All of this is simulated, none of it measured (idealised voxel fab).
Process module in this document: voxel transistor to metal
Square cells of 5 nm make up the cross-section cut, whose width is 280 nm.
Cross-sections here: square-cell grids, written as top-down lists of bands, a band being one or more rows of cells. Read a band's entry like this: the first values are the height of its top and the height of its bottom in nm, and what follows is the sequence of materials from left to right, each with its width in nm. Note that "empty" is empty space, and that a single material marked "throughout" reaches across the band from edge to edge. Below 0: as-received wafer, all one material; heights counted from there. Lowest band: no bottom, goes on down, written "0..down". Width: "30 to 40" (first number = top row, second number = bottom row, same change from row to row of cells). Any step labelled "no modifications" changed none of the cells in the cross-section. The entry titled "Voids, enclosed" provides the empty spaces that have no open way to the top, restricted to those of 8 cells or more. Each is presented as width x height at distance, the distance being measured from the left edge, with all three in nm. It should be noted that, on the line of a given step, the content following the step's settings is a remark produced by the simulator itself with respect to that step. overlay nm: step with mask; distance mask lay right of planned place; negative value = left of planned place.
[List of planned process steps]
1,RECEIVE (material Si)
2,CONFORMAL_DEP (material SiO2; thk nm 5)
3,CONFORMAL_DEP (material SiN; thk nm 15)
4,DIRECTIONAL_DEP (material aC; thk nm 10)
5,PATTERN (tone cover; mask id ACTIVE; material resist; width nm 110; pitch nm 130; thk nm 25; overlay nm 0)
6,DIRECTIONAL_ETCH (etch materials aC; depth nm 10)
7,STRIP (etch materials resist)
8,DIRECTIONAL_ETCH (etch materials SiN; depth nm 15)
9,DIRECTIONAL_ETCH (etch materials SiO2; depth nm 5)
10,DIRECTIONAL_ETCH (etch materials Si; depth nm 20)
11,STRIP (etch materials aC)
12,FILL_DEP (material SiO2; thk nm 10)
13,CMP (height nm 20)
14,SELECTIVE_ETCH (etch materials SiO2; depth nm 15)
15,STRIP (etch materials SiN)
16,SELECTIVE_ETCH (etch materials SiO2; depth nm 5)
17,OXIDIZE (depth nm 5)
18,DIRECTIONAL_DEP (material polySi; thk nm 25)
19,DIRECTIONAL_DEP (material SiCN; thk nm 10)
20,MASKED_ETCH (tone cover; mask id GATE; width nm 20; pitch nm 130; etch materials SiCN; depth nm 20; overlay nm 0)
21,MASKED_ETCH (tone cover; mask id GATE; width nm 20; pitch nm 130; etch materials polySi; depth nm 35; overlay nm 0)
22,CONFORMAL_DEP (material SiN; thk nm 5)
23,DIRECTIONAL_ETCH (etch materials SiN; depth nm 5)
24,DIRECTIONAL_ETCH (etch materials SiO2; depth nm 5)
25,DIRECTIONAL_ETCH (etch materials Si; depth nm 10)
26,EPI (material SiGe; thk nm 10)
27,FILL_DEP (material SiO2; thk nm 10)
28,CMP (height nm 35)
29,DIRECTIONAL_DEP (material SiO2; thk nm 10)
30,MASKED_ETCH (tone open; mask id CONTACT; width nm 20; etch materials SiO2; depth nm 50; overlay nm 0)
31,CONFORMAL_DEP (material TiN; thk nm 5)
32,FILL_DEP (material Ru; thk nm 10)
33,CMP (height nm 45)
34,CONFORMAL_DEP (material SiCN; thk nm 5)
35,DIRECTIONAL_DEP (material SiO2; thk nm 20)
36,MASKED_ETCH (tone open; mask id METAL_1; width nm 20; etch materials SiO2; depth nm 20; overlay nm 0)
37,MASKED_ETCH (tone open; mask id METAL_1; width nm 20; etch materials SiCN; depth nm 5; overlay nm 0)
38,CONFORMAL_DEP (material TiN; thk nm 5)
39,FILL_DEP (material W; thk nm 5)
40,CMP (height nm 70)
41,EPI (material Ru; thk nm 5)
42,FILL_DEP (material SiCN; thk nm 5)
43,DIRECTIONAL_DEP (material lowk; thk nm 25)
44,PATTERN (tone open; mask id METAL_2; material resist; width nm 20; pitch nm 130; thk nm 15; overlay nm 0)
45,DIRECTIONAL_ETCH (etch materials lowk; depth nm 15)
46,STRIP (etch materials resist)
47,PATTERN (tone open; mask id METAL_2_HOLES; material resist; width nm 15; pitch nm 130; thk nm 15; overlay nm 0)
48,DIRECTIONAL_ETCH (etch materials lowk; depth nm 10)
49,DIRECTIONAL_ETCH (etch materials SiCN; depth nm 5)
50,STRIP (etch materials resist)
51,CONFORMAL_DEP (material TiN; thk nm 5)
52,FILL_DEP (material Cu; thk nm 5)
53,CMP (height nm 105)
54,CONFORMAL_DEP (material SiCN; thk nm 5)
varied across the wafers: thk nm of step 34. The plan shows the first wafer's value. All wafers start alike
[Received condition of the first of several wafers, sectioned: post-step 1]
- 0..down | Si throughout
- Voids, enclosed: none
[Tabulated below, wafer by wafer, are the end-of-module results: for each material, the number of cells gained (+) or lost (-) relative to the as-received state, followed by the closed voids]
thk nm 5 | +14 Cu | +96 Ru | -156 Si | +194 SiCN | +80 SiGe | +28 SiN | +496 SiO2 | +164 TiN | +32 W | +244 lowk | +40 polySi | Voids, enclosed: none
thk nm 10 | +14 Cu | +96 Ru | -156 Si | +250 SiCN | +80 SiGe | +28 SiN | +456 SiO2 | +156 TiN | +24 W | +244 lowk | +40 polySi | Voids, enclosed: none
thk nm 15 | +14 Cu | +96 Ru | -156 Si | +306 SiCN | +80 SiGe | +28 SiN | +416 SiO2 | +148 TiN | +16 W | +244 lowk | +40 polySi | Voids, enclosed: none
thk nm 20 | +14 Cu | +96 Ru | -156 Si | +362 SiCN | +80 SiGe | +28 SiN | +376 SiO2 | +140 TiN | +8 W | +244 lowk | +40 polySi | Voids, enclosed: none
